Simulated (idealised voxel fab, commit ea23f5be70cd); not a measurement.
The following is a process module called voxel wiring stack.
Pictured: cross-section cut, 205 nm wide, on a grid of 5 nm square cells.
We lay out every cross-section as a grid of square cells and spell it out in bands from the top down, where one band means one or more rows of cells. First you get the band's top height and its bottom height, in nm, and then the materials it's made of, left to right, with each width in nm. If you see a single material with "edge to edge", that one covers the band edge to edge. "blank" is empty space. Height is counted from the level 0, under which the received wafer is composed throughout of one material. The lowest of the bands is not closed at the bottom but continues downward, in the notation "0 -> down". So if you see something like "30->40" for the width, read it as the top row of the band sitting at the first number and the bottom row at the second, with every row in between moving by the same amount as the last. "everything unchanged" means the step left every cell of the cross-section as it was. "Closed-off voids" contains a list of empty spaces, each no smaller than 8 cells and without an open way to the top, written in the form width x height at distance with the distance from the left edge and all three in nm. Past the settings on a step's line: simulator remark, on that step. Steps that use a mask can have "overlay nm" on their line. It says how far the mask sat to the right of where it was meant to be. Negative means to the left.

### Process steps foreseen in the plan
1) RECEIVE with material Si
2) CONFORMAL_DEP with material SiO2, thk nm 15
3) DIRECTIONAL_DEP with material TiN, thk nm 5
4) DIRECTIONAL_DEP with material W, thk nm 20
5) PATTERN with tone cover, mask id METAL_1, material resist, width nm 30, pitch nm 45, thk nm 15, overlay nm 0
6) DIRECTIONAL_ETCH with etch materials W, depth nm 20
7) DIRECTIONAL_ETCH with etch materials TiN, depth nm 5
8) STRIP with etch materials resist
9) FILL_DEP with material lowk, thk nm 10
10) CMP with height nm 40
11) CONFORMAL_DEP with material SiCN, thk nm 5
12) DIRECTIONAL_DEP with material lowk, thk nm 15
13) DIRECTIONAL_DEP with material aC, thk nm 15
14) PATTERN with tone open, mask id PLUG_1, material resist, width nm 15, pitch nm 45, thk nm 30, overlay nm 0
15) DIRECTIONAL_ETCH with etch materials aC, depth nm 15
16) STRIP with etch materials resist
17) DIRECTIONAL_ETCH with etch materials lowk, depth nm 15
18) DIRECTIONAL_ETCH with etch materials SiCN, depth nm 5
19) STRIP with etch materials aC
20) EPI with material Ru, thk nm 10
21) EPI with material Ru, thk nm 10
22) DIRECTIONAL_DEP with material TiN, thk nm 5
23) DIRECTIONAL_DEP with material Ru, thk nm 25
24) PATTERN with tone cover, mask id METAL_2, material resist, width nm 30, pitch nm 45, thk nm 15, overlay nm 0
25) DIRECTIONAL_ETCH with etch materials Ru, depth nm 25
26) DIRECTIONAL_ETCH with etch materials TiN, depth nm 5
27) STRIP with etch materials resist
28) FILL_DEP with material SiO2, thk nm 10
29) CMP with height nm 90
30) CONFORMAL_DEP with material SiCN, thk nm 5
31) DIRECTIONAL_DEP with material SiO2, thk nm 15
32) DIRECTIONAL_DEP with material aC, thk nm 15
33) PATTERN with tone open, mask id PLUG_2, material resist, width nm 15, pitch nm 90, thk nm 35, overlay nm 0
34) DIRECTIONAL_ETCH with etch materials aC, depth nm 15
35) STRIP with etch materials resist
36) DIRECTIONAL_ETCH with etch materials SiO2, depth nm 15
37) DIRECTIONAL_ETCH with etch materials SiCN, depth nm 5
38) STRIP with etch materials aC
39) CONFORMAL_DEP with material TiN, thk nm 5
40) FILL_DEP with material Ru, thk nm 5
41) CMP with height nm 110
42) DIRECTIONAL_DEP with material TiN, thk nm 5
43) DIRECTIONAL_DEP with material Ru, thk nm 15
44) MASKED_ETCH with tone cover, mask id METAL_3, width nm 30, pitch nm 45, etch materials Ru, depth nm 15, overlay nm 0
45) MASKED_ETCH with tone cover, mask id METAL_3, width nm 30, pitch nm 45, etch materials TiN, depth nm 5, overlay nm 0
46) CONFORMAL_DEP with material SiCN, thk nm 5
47) FILL_DEP with material SiO2, thk nm 5
48) CMP with height nm 130
49) CONFORMAL_DEP with material SiN, thk nm 5

### Wafer as received: cross-section following step 1
    0 -> down: Si edge to edge
    Closed-off voids: none

### End state of the module in cross-section, given the above starting point and plan and one mistake in execution
    135 -> 130: SiN edge to edge
    130 -> 115: 15 of SiO2 / 5 of SiCN / 30 of Ru / 5 of SiCN / 5 of SiO2 / 5 of SiCN / 30 of Ru / 5 of SiCN / 5 of SiO2 / 5 of SiCN / 30 of Ru / 5 of SiCN / 5 of SiO2 / 5 of SiCN / 30 of Ru / 5 of SiCN / 15 of SiO2
    115 -> 110: 20 of SiCN / 30 of TiN / 15 of SiCN / 30 of TiN / 15 of SiCN / 30 of TiN / 15 of SiCN / 30 of TiN / 20 of SiCN
    110 -> 95: 20 of SiO2 / 5 of TiN / 5 of Ru / 5 of TiN / 75 of SiO2 / 5 of TiN / 5 of Ru / 5 of TiN / 80 of SiO2
    95 -> 90: 20 of SiCN / 15 of TiN / 75 of SiCN / 15 of TiN / 80 of SiCN
    90 -> 80: 20 of SiO2 / 30 of Ru / 15 of SiO2 / 30 of Ru / 15 of SiO2 / 30 of Ru / 15 of SiO2 / 30 of Ru / 20 of SiO2
    80 -> 75: 20 of SiO2 / 15 of Ru / 15 of TiN / 15 of SiO2 / 15 of Ru / 15 of TiN / 15 of SiO2 / 15 of Ru / 15 of TiN / 15 of SiO2 / 15 of Ru / 15 of TiN / 20 of SiO2
    75 -> 65: 20 of lowk / 15 of Ru / 30 of lowk / 15 of Ru / 30 of lowk / 15 of Ru / 30 of lowk / 15 of Ru / 35 of lowk
    65 -> 60: 20 of lowk / 15 of TiN / 30 of lowk / 15 of TiN / 30 of lowk / 15 of TiN / 30 of lowk / 15 of TiN / 35 of lowk
    60 -> 45: lowk edge to edge
    45 -> 40: SiCN edge to edge
    40 -> 20: 20 of lowk / 30 of W / 15 of lowk / 30 of W / 15 of lowk / 30 of W / 15 of lowk / 30 of W / 20 of lowk
    20 -> 15: 20 of lowk / 30 of TiN / 15 of lowk / 30 of TiN / 15 of lowk / 30 of TiN / 15 of lowk / 30 of TiN / 20 of lowk
    15 -> 0: SiO2 edge to edge
    0 -> down: Si edge to edge
    Closed-off voids: none
Deviation from plan: step 12 of the plan was executed twice over
